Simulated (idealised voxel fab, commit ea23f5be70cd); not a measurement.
Title: Process Module voxel released beams
For reference, the cross-section in this document is cut, with width 195 nm and square cells of 5 nm.
Cross-section = grid of square cells, listed top down in bands; band = one or more rows. Top, bottom (nm), then materials left to right with widths (nm); lone material tagged "all across" fills the whole band edge to edge; "air" = empty space. Where do heights start? At 0: under that level the wafer as delivered is made of one material only. And the lowest band has no floor; it just carries on downward, as in "0 nm and below". Read "30 to 40" as a graded width: first number on top, second number at the bottom, same change between each pair of neighbouring rows. "remained unchanged" means the step left every cell of the cross-section as it was. Basically, "Closed voids list" tells you about the enclosed voids: empty spaces with no open way to the top, 8 cells or bigger, each written width x height at distance, where distance is from the left edge, all in nm. Whatever follows a step's settings on its line is a remark the simulator itself makes about that step. Each step line may optionally specify "overlay nm", which for a step with a mask gives the rightward distance between the mask's planned place and where it lay, a negative value indicating the leftward direction.

Listed below are the process steps as planned
step 1: op RECEIVE | material Si
step 2: op CONFORMAL_DEP | material Al2O3 | thk nm 10
step 3: op DIRECTIONAL_DEP | material SiO2 | thk nm 20
step 4: op MASKED_ETCH | tone open | mask id ANCHOR | width nm 35 | etch materials SiO2 | depth nm 20 | overlay nm 0
step 5: op CONFORMAL_DEP | material SiN | thk nm 15
step 6: op PATTERN | tone cover | mask id BEAM | material resist | width nm 100 | thk nm 15 | overlay nm 0
step 7: op DIRECTIONAL_ETCH | etch materials SiN | depth nm 15
step 8: op STRIP | etch materials resist
step 9: op STRIP | etch materials SiO2

The first of a set of two wafers, run to plan

The cross-section here shows the wafer as received, i.e. in its state after step 1
> 0 nm and below  Si all across
> Closed voids list: none

after step 2
> 10 nm to 0 nm  Al2O3 all across
> Lower than 0, everything is as it was.

after step 3
> 30 nm to 10 nm  SiO2 all across
> Lower than 10, everything is as it was.

after step 4
> 30 nm to 10 nm  SiO2: 50, air: 35, SiO2: 110
> Lower than 10, everything is as it was.

after step 5
> 45 nm to 30 nm  SiN: 65, air: 5, SiN: 125
> 30 nm to 25 nm  SiO2: 50, SiN: 15, air: 5, SiN: 15, SiO2: 110
> 25 nm to 10 nm  SiO2: 50, SiN: 35, SiO2: 110
> Lower than 10, everything is as it was.

after step 6
> 60 nm to 45 nm  air: 45, resist: 100, air: 50
> 45 nm to 30 nm  SiN: 65, resist: 5, SiN: 125
> 30 nm to 25 nm  SiO2: 50, SiN: 15, resist: 5, SiN: 15, SiO2: 110
> Lower than 25, everything is as it was.

after step 7
> 60 nm to 45 nm  air: 45, resist: 100, air: 50
> 45 nm to 30 nm  air: 45, SiN: 20, resist: 5, SiN: 75, air: 50
> Lower than 30, everything is as it was.

after step 8
> 45 nm to 30 nm  air: 45, SiN: 20, air: 5, SiN: 75, air: 50
> 30 nm to 25 nm  SiO2: 50, SiN: 15, air: 5, SiN: 15, SiO2: 110
> Lower than 25, everything is as it was.

after step 9
> 45 nm to 30 nm  air: 45, SiN: 20, air: 5, SiN: 75, air: 50
> 30 nm to 25 nm  air: 50, SiN: 15, air: 5, SiN: 15, air: 110
> 25 nm to 10 nm  air: 50, SiN: 35, air: 110
> Lower than 10, everything is as it was.

Wafer two: like wafer one in start and plan, but with one mistake in execution; identical up to and including step 4

X-section, second wafer, when step 5 was due to finish
> 60 nm to 30 nm  SiN all across
> 30 nm to 10 nm  SiO2: 50, SiN: 35, SiO2: 110
> Lower than 10, everything is as it was.

X-section, second wafer, when step 6 was due to finish
> 75 nm to 60 nm  air: 45, resist: 100, air: 50
> Lower than 60, everything is as it was.

X-section, second wafer, when step 7 was due to finish
> 75 nm to 60 nm  air: 45, resist: 100, air: 50
> 60 nm to 45 nm  air: 45, SiN: 100, air: 50
> Lower than 45, everything is as it was.

X-section, second wafer, when step 8 was due to finish
> 60 nm to 45 nm  air: 45, SiN: 100, air: 50
> Lower than 45, everything is as it was.

X-section, second wafer, when step 9 was due to finish: remained unchanged
Here's what went sideways: step 5 of the plan was performed twice
The closing comparison, in cells, has the second wafer with more or fewer of some materials than the first: SiN: 121 more | SiO2: 128 more
